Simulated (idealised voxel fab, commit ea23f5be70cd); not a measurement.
Process module under the name voxel capacitor over wiring
The figure presents cross-section cut, which has a width of 285 nm and is divided into square cells with an edge length of 5 nm.
Just so we're on the same page, the cross-sections are grids of square cells, and they're listed out in bands top to bottom, each band one or more rows deep. It is stipulated that each band's entry specify, in nanometres, the height of the top of the band and then that of its bottom, followed by the materials of the band in left-to-right sequence, each together with its width in nanometres. A single material marked by the word "throughout" is understood to fill the band from edge to edge; the word "empty" is understood to denote empty space. All heights in this document are referenced to 0, defined as the level beneath which the wafer, as received, consists entirely of one material. The lowest band is not bounded below; it extends indefinitely downward and is written in the form "0..down". The expression "30->40" gives the width at the extremes of the band, the first number at its top row of cells and the second at its bottom row, with the width changing by equal amounts from each row to the next in between. When a step is marked "left unchanged", none of the cells in the cross-section changed during that step. Empty spaces without an open route to the top, at least 8 cells in extent, make up the entry "Closed internal cavities"; each is given as width x height at distance, where the distance is measured from the left edge, and all are in nm. Whatever follows a step's settings on its line is a remark the simulator itself makes about that step. Each step line may optionally specify "overlay nm", which for a step with a mask gives the rightward distance between the mask's planned place and where it lay, a negative value indicating the leftward direction.

**Process steps foreseen in the plan**
| 1 | RECEIVE: material Si |
| 2 | CONFORMAL_DEP: material SiO2, thk nm 10 |
| 3 | CONFORMAL_DEP: material SiN, thk nm 5 |
| 4 | DIRECTIONAL_DEP: material SiO2, thk nm 20 |
| 5 | MASKED_ETCH: tone open, mask id METAL_1, width nm 30, pitch nm 80, etch materials SiO2, depth nm 20, overlay nm 0 |
| 6 | MASKED_ETCH: tone open, mask id METAL_1, width nm 30, pitch nm 80, etch materials SiN, depth nm 5, overlay nm 0 |
| 7 | CONFORMAL_DEP: material TiN, thk nm 5 |
| 8 | FILL_DEP: material W, thk nm 10 |
| 9 | CMP: height nm 35 |
| 10 | CONFORMAL_DEP: material SiCN, thk nm 5 |
| 11 | DIRECTIONAL_DEP: material lowk, thk nm 20 |
| 12 | PATTERN: tone open, mask id PLUG_1, material resist, width nm 15, thk nm 20, overlay nm 0 |
| 13 | DIRECTIONAL_ETCH: etch materials lowk, depth nm 20 |
| 14 | DIRECTIONAL_ETCH: etch materials SiCN, depth nm 5 |
| 15 | STRIP: etch materials resist |
| 16 | CONFORMAL_DEP: material TiN, thk nm 5 |
| 17 | FILL_DEP: material Cu, thk nm 10 |
| 18 | CMP: height nm 60 |
| 19 | DIRECTIONAL_DEP: material TiN, thk nm 5 |
| 20 | DIRECTIONAL_DEP: material SiN, thk nm 5 |
| 21 | DIRECTIONAL_DEP: material TiN, thk nm 10 |
| 22 | MASKED_ETCH: tone cover, mask id UPPER_PLATE, width nm 55, etch materials TiN, depth nm 10, overlay nm 0 |
| 23 | MASKED_ETCH: tone cover, mask id UPPER_PLATE, width nm 55, etch materials SiN, depth nm 5, overlay nm 0 |
| 24 | DIRECTIONAL_DEP: material aC, thk nm 10 |
| 25 | PATTERN: tone cover, mask id LOWER_PLATE, material resist, width nm 65, thk nm 30, overlay nm 0 |
| 26 | DIRECTIONAL_ETCH: etch materials aC, depth nm 10 |
| 27 | STRIP: etch materials resist |
| 28 | DIRECTIONAL_ETCH: etch materials TiN, depth nm 5 |
| 29 | STRIP: etch materials aC |
| 30 | FILL_DEP: material SiO2, thk nm 15 |
| 31 | CMP: height nm 90 |
| 32 | MASKED_ETCH: tone open, mask id PLUG_2, width nm 15, etch materials SiO2, depth nm 10, overlay nm -15 |
| 33 | CONFORMAL_DEP: material TiN, thk nm 5 |
| 34 | FILL_DEP: material Ru, thk nm 5 |
| 35 | CMP: height nm 90 |
| 36 | CONFORMAL_DEP: material SiN, thk nm 5 |
Every wafer here starts from the same state; it is the step 32 overlay nm that distinguishes them, and the value the plan gives belongs to the first wafer.

**Sectional view: first of several wafers, as received, after step 1**
	0..down | Si throughout
	Closed internal cavities: none

**Depicted here is the first of several wafers in cross-section, at module completion following the last step, step 36**
	95..90 | SiN throughout
	90..85 | SiO2: 95  TiN: 5  Ru: 5  TiN: 5  SiO2: 175
	85..80 | SiO2: 95  TiN: 15  SiO2: 175
	80..70 | SiO2: 100  TiN: 55  SiO2: 130
	70..65 | SiO2: 100  SiN: 55  SiO2: 130
	65..60 | SiO2: 95  TiN: 65  SiO2: 125
	60..40 | lowk: 100  TiN: 5  Cu: 5  TiN: 5  lowk: 170
	40..35 | SiCN: 100  TiN: 15  SiCN: 170
	35..15 | SiO2: 85  TiN: 5  W: 20  TiN: 5  SiO2: 50  TiN: 5  W: 20  TiN: 5  SiO2: 90
	15..10 | SiN: 85  TiN: 30  SiN: 50  TiN: 30  SiN: 90
	10..0 | SiO2 throughout
	0..down | Si throughout
	Closed internal cavities: none

**Here's the last wafer cross-sectioned at the end of the module**
	95..90 | SiN throughout
	90..85 | SiO2: 125  TiN: 5  Ru: 5  TiN: 5  SiO2: 145
	85..80 | SiO2: 125  TiN: 15  SiO2: 145
	80..70 | SiO2: 100  TiN: 55  SiO2: 130
	70..65 | SiO2: 100  SiN: 55  SiO2: 130
	65..60 | SiO2: 95  TiN: 65  SiO2: 125
	60..40 | lowk: 100  TiN: 5  Cu: 5  TiN: 5  lowk: 170
	40..35 | SiCN: 100  TiN: 15  SiCN: 170
	35..15 | SiO2: 85  TiN: 5  W: 20  TiN: 5  SiO2: 50  TiN: 5  W: 20  TiN: 5  SiO2: 90
	15..10 | SiN: 85  TiN: 30  SiN: 50  TiN: 30  SiN: 90
	10..0 | SiO2 throughout
	0..down | Si throughout
	Closed internal cavities: none

**The following table contains a row per wafer, in which are reported, at the conclusion of the module, the cells of each material gained (+) or lost (-) since the wafer's receipt, with its closed voids given thereafter**
overlay nm -15 | +4 Cu | +1 Ru | +54 SiCN | +113 SiN | +584 SiO2 | +79 TiN | +32 W | +216 lowk | Closed internal cavities: none
overlay nm -10 | +4 Cu | +1 Ru | +54 SiCN | +113 SiN | +584 SiO2 | +79 TiN | +32 W | +216 lowk | Closed internal cavities: none
overlay nm -5 | +4 Cu | +1 Ru | +54 SiCN | +113 SiN | +584 SiO2 | +79 TiN | +32 W | +216 lowk | Closed internal cavities: none
overlay nm 0 | +4 Cu | +1 Ru | +54 SiCN | +113 SiN | +584 SiO2 | +79 TiN | +32 W | +216 lowk | Closed internal cavities: none
overlay nm 5 | +4 Cu | +1 Ru | +54 SiCN | +113 SiN | +584 SiO2 | +79 TiN | +32 W | +216 lowk | Closed internal cavities: none
overlay nm 10 | +4 Cu | +1 Ru | +54 SiCN | +113 SiN | +584 SiO2 | +79 TiN | +32 W | +216 lowk | Closed internal cavities: none
overlay nm 15 | +4 Cu | +1 Ru | +54 SiCN | +113 SiN | +584 SiO2 | +79 TiN | +32 W | +216 lowk | Closed internal cavities: none
